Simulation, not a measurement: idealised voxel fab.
The process module that follows is named voxel released beams.
Shown is cross-section cut, with a width of 240 nm and square cells of size 5 nm.
Reading order for cross-sections: top band down to bottom band. Underlying form: a grid of square cells. Band size: one or more rows of cells.
Top height, bottom height, nm. Materials left to right, width each, nm. Single material + "edge to edge" = fills band edge to edge. "air" = empty.
The reference from which all heights are counted is 0, the level beneath which the as-received wafer is entirely one material; the lowest band, having no lower bound, proceeds downward and is written after the example "0..down".
A width such as "30..40" changes by the same amount from each row of cells to the next, from the band's top row to its bottom row.
Basically "no change occurred" means that step didn't change any cell in the cross-section.
"Encapsulated voids": empty spaces of 8 cells or more with no open way to the top, each given as width x height at distance, distance from the left edge, all in nm.
after a step's settings: what the simulator itself notes on the step
overlay nm: mask offset rightward from planned place, masked step; negative means leftward offset.

-- Process steps - plan
1. RECEIVE | material Si
2. CONFORMAL_DEP | material Al2O3 | thk nm 5
3. DIRECTIONAL_DEP | material SiO2 | thk nm 20
4. MASKED_ETCH | tone open | mask id ANCHOR | width nm 25 | etch materials SiO2 | depth nm 20 | overlay nm 0
5. CONFORMAL_DEP | material polySi | thk nm 10
6. MASKED_ETCH | tone cover | mask id BEAM | width nm 110 | etch materials polySi | depth nm 5 | overlay nm 0
7. STRIP | etch materials SiO2
Split variable: depth nm, step 6. Plan value = first wafer. Wafers start alike.

-- Incoming state of the first of several wafers in cross-section: after step 1
- 0..down | Si edge to edge
- Encapsulated voids: none

-- Cross-section, first of several wafers, end of module, after last step 7
- 35..30 | air (60)  polySi (15)  air (5)  polySi (90)  air (70)
- 30..25 | polySi (75)  air (5)  polySi (160)
- 25..15 | SiO2 (65)  polySi (10)  air (5)  polySi (10)  SiO2 (150)
- 15..5 | SiO2 (65)  polySi (25)  SiO2 (150)
- 5..0 | Al2O3 edge to edge
- 0..down | Si edge to edge
- Encapsulated voids: none

-- The last wafer as seen in cross-section at the end of the module
- 35..25 | air (60)  polySi (15)  air (5)  polySi (90)  air (70)
- 25..15 | air (65)  polySi (10)  air (5)  polySi (10)  air (150)
- 15..5 | air (65)  polySi (25)  air (150)
- 5..0 | Al2O3 edge to edge
- 0..down | Si edge to edge
- Encapsulated voids: none

-- Gained (+) or lost (-) cells of each material since receipt, then closed voids: one row per wafer, at the end of the module
depth nm 5; +48 Al2O3; +172 SiO2; +86 polySi; Encapsulated voids: none
depth nm 10; +48 Al2O3; +60 polySi; Encapsulated voids: none
depth nm 15; +48 Al2O3; +60 polySi; Encapsulated voids: none
depth nm 20; +48 Al2O3; +60 polySi; Encapsulated voids: none
depth nm 25; +48 Al2O3; +60 polySi; Encapsulated voids: none
